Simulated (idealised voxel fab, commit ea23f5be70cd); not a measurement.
process module | voxel released beams
cross-section cut | 270 nm wide | cells 5 nm
A cross-section is a grid of square cells, given in bands from the top down. A band is one or more rows of cells.
Each band's line starts with the height of the band's top and of its bottom, in nm. Then come its materials from left to right, each with its width in nm. One material with "throughout" fills the band from edge to edge. "air" is empty space.
Height 0 is the level under which the wafer as received is all one material. The lowest band goes on downwards, as in "0 down".
A width such as "30 to 40" changes by the same amount from each row of cells to the next, from the band's top row to its bottom row.
"no change" after a step means that no cell of the cross-section changed.
closed voids: empty space of 8 cells or more with no open way to the top, each as width x height at its distance from the left edge, in nm
after a step's settings: what the simulator itself notes on the step
overlay nm, on a step with a mask: how far to the right of its planned place the mask lay; to the left if negative
plan
1 op RECEIVE | material Si
2 op CONFORMAL_DEP | material Al2O3 | thk nm 10
3 op DIRECTIONAL_DEP | material SiO2 | thk nm 15
4 op MASKED_ETCH | tone open | mask id ANCHOR | width nm 30 | etch materials SiO2 | depth nm 15 | overlay nm 0
5 op CONFORMAL_DEP | material polySi | thk nm 10
6 op MASKED_ETCH | tone cover | mask id BEAM | width nm 115 | etch materials polySi | depth nm 10 | overlay nm 0
7 op STRIP | etch materials SiO2
first wafer, as planned
as received, after step 1
  0 down: Si throughout
  closed voids: none
after step 2
  10 to 0: Al2O3 throughout
  below 0: unchanged
after step 3
  25 to 10: SiO2 throughout
  below 10: unchanged
after step 4
  25 to 10: SiO2 80 | air 30 | SiO2 160
  below 10: unchanged
after step 5
  35 to 25: polySi 90 | air 10 | polySi 170
  25 to 20: SiO2 80 | polySi 10 | air 10 | polySi 10 | SiO2 160
  20 to 10: SiO2 80 | polySi 30 | SiO2 160
  below 10: unchanged
after step 6
  35 to 25: air 75 | polySi 15 | air 10 | polySi 90 | air 80
  below 25: unchanged
after step 7
  35 to 25: air 75 | polySi 15 | air 10 | polySi 90 | air 80
  25 to 20: air 80 | polySi 10 | air 10 | polySi 10 | air 160
  20 to 10: air 80 | polySi 30 | air 160
  below 10: unchanged
second wafer: like start, like plan, one mistake. Through step 2 it matches the first wafer
when step 3 should have ended: no change
when step 4 should have ended: no change
when step 5 should have ended
  20 to 10: polySi throughout
  below 10: unchanged
when step 6 should have ended
  20 to 10: air 75 | polySi 115 | air 80
  below 10: unchanged
when step 7 should have ended: no change
what went wrong: step 3 was left out
at the end the second wafer has, in cells: 12 fewer of polySi
